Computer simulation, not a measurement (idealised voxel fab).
This is a process module. Its name is voxel gate over fins.
In the cross-section labelled cut, the width is 210 nm and each square cell is 5 nm.
Cross-section spec: square-cell grid; bands listed top down; each band is one or more rows.
Look at the band entry: it leads with the top's height and the bottom's height in nm. Then it lists the materials left to right, with a width in nm for each. The word "full width" on a single material says that material fills the band edge to edge. The word "air" is empty space.
Heights are measured from 0, the level below which the as-received wafer is all one material; the lowest band has no bottom and continues downward, written as in "0 and below".
Note: "30->40" means the width goes from the first number (top row of the band) to the second number (bottom row) in equal steps per row of cells.
Step marked "no modification"? Then no cell in the cross-section changed in it.
Entry "Sealed internal voids" = empty spaces >= 8 cells with no open way to the top; each as width x height at distance, distance from left edge, all nm.
Anything after a step's settings on that line? It's the simulator's own note about the step.
On any step carrying a mask, the "overlay nm" setting, if present on the step's line, tells how far right of its planned place the mask lay; negative values point to the left.
# The process steps that were planned are listed below
step 1: RECEIVE: material Si
step 2: CONFORMAL_DEP: material SiN, thk nm 5
step 3: DIRECTIONAL_DEP: material aC, thk nm 10
step 4: PATTERN: tone cover, mask id FINS, material resist, width nm 15, pitch nm 45, thk nm 30, overlay nm 0
step 5: DIRECTIONAL_ETCH: etch materials aC, depth nm 10
step 6: STRIP: etch materials resist
step 7: DIRECTIONAL_ETCH: etch materials SiN, depth nm 5
step 8: DIRECTIONAL_ETCH: etch materials Si, depth nm 35
step 9: STRIP: etch materials aC
step 10: OXIDIZE: depth nm 5
step 11: FILL_DEP: material SiO2, thk nm 15
step 12: CMP: height nm 5
step 13: SELECTIVE_ETCH: etch materials SiO2, depth nm 20
step 14: STRIP: etch materials SiN
step 15: CONFORMAL_DEP: material HfO2, thk nm 5
step 16: CONFORMAL_DEP: material TiN, thk nm 5
step 17: FILL_DEP: material W, thk nm 10
step 18: CMP: height nm 15
step 19: CONFORMAL_DEP: material SiN, thk nm 10
# This is the cross-section of the wafer as we received it, i.e. after step 1
0 and below = Si full width
Sealed internal voids: none
# Cross-section, first of two wafers, end of module, run as planned
25 down to 15 = SiN full width
15 down to 10 = W full width
10 down to 5 = 45 of W | 25 of TiN | 20 of W | 25 of TiN | 20 of W | 25 of TiN | 50 of W
5 down to 0 = 45 of W | 5 of TiN | 15 of HfO2 | 5 of TiN | 20 of W | 5 of TiN | 15 of HfO2 | 5 of TiN | 20 of W | 5 of TiN | 15 of HfO2 | 5 of TiN | 50 of W
0 down to -5 = 45 of W | 5 of TiN | 5 of HfO2 | 5 of Si | 5 of HfO2 | 5 of TiN | 20 of W | 5 of TiN | 5 of HfO2 | 5 of Si | 5 of HfO2 | 5 of TiN | 20 of W | 5 of TiN | 5 of HfO2 | 5 of Si | 5 of HfO2 | 5 of TiN | 50 of W
-5 down to -10 = 50 of TiN | 5 of HfO2 | 5 of Si | 5 of HfO2 | 30 of TiN | 5 of HfO2 | 5 of Si | 5 of HfO2 | 30 of TiN | 5 of HfO2 | 5 of Si | 5 of HfO2 | 55 of TiN
-10 down to -15 = 55 of HfO2 | 5 of Si | 40 of HfO2 | 5 of Si | 40 of HfO2 | 5 of Si | 60 of HfO2
-15 down to -40 = 55 of SiO2 | 5 of Si | 40 of SiO2 | 5 of Si | 40 of SiO2 | 5 of Si | 60 of SiO2
-40 and below = Si full width
Sealed internal voids: none
# The second wafer, shown in cross-section after the module: started the same way as the first and given the same plan, yet one mistake crept into how it was run
20 down to 10 = SiN full width
10 down to 5 = 45 of W | 25 of TiN | 20 of W | 25 of TiN | 20 of W | 25 of TiN | 50 of W
5 down to 0 = 45 of W | 5 of TiN | 15 of HfO2 | 5 of TiN | 20 of W | 5 of TiN | 15 of HfO2 | 5 of TiN | 20 of W | 5 of TiN | 15 of HfO2 | 5 of TiN | 50 of W
0 down to -5 = 45 of W | 5 of TiN | 5 of HfO2 | 5 of Si | 5 of HfO2 | 5 of TiN | 20 of W | 5 of TiN | 5 of HfO2 | 5 of Si | 5 of HfO2 | 5 of TiN | 20 of W | 5 of TiN | 5 of HfO2 | 5 of Si | 5 of HfO2 | 5 of TiN | 50 of W
-5 down to -10 = 50 of TiN | 5 of HfO2 | 5 of Si | 5 of HfO2 | 30 of TiN | 5 of HfO2 | 5 of Si | 5 of HfO2 | 30 of TiN | 5 of HfO2 | 5 of Si | 5 of HfO2 | 55 of TiN
-10 down to -15 = 55 of HfO2 | 5 of Si | 40 of HfO2 | 5 of Si | 40 of HfO2 | 5 of Si | 60 of HfO2
-15 down to -40 = 55 of SiO2 | 5 of Si | 40 of SiO2 | 5 of Si | 40 of SiO2 | 5 of Si | 60 of SiO2
-40 and below = Si full width
Sealed internal voids: none
Processing error: rather than as planned, step 18 actually ran as CMP: height nm 10
Final difference in cells, second wafer against first, listed per material as more or fewer: 42 fewer of W
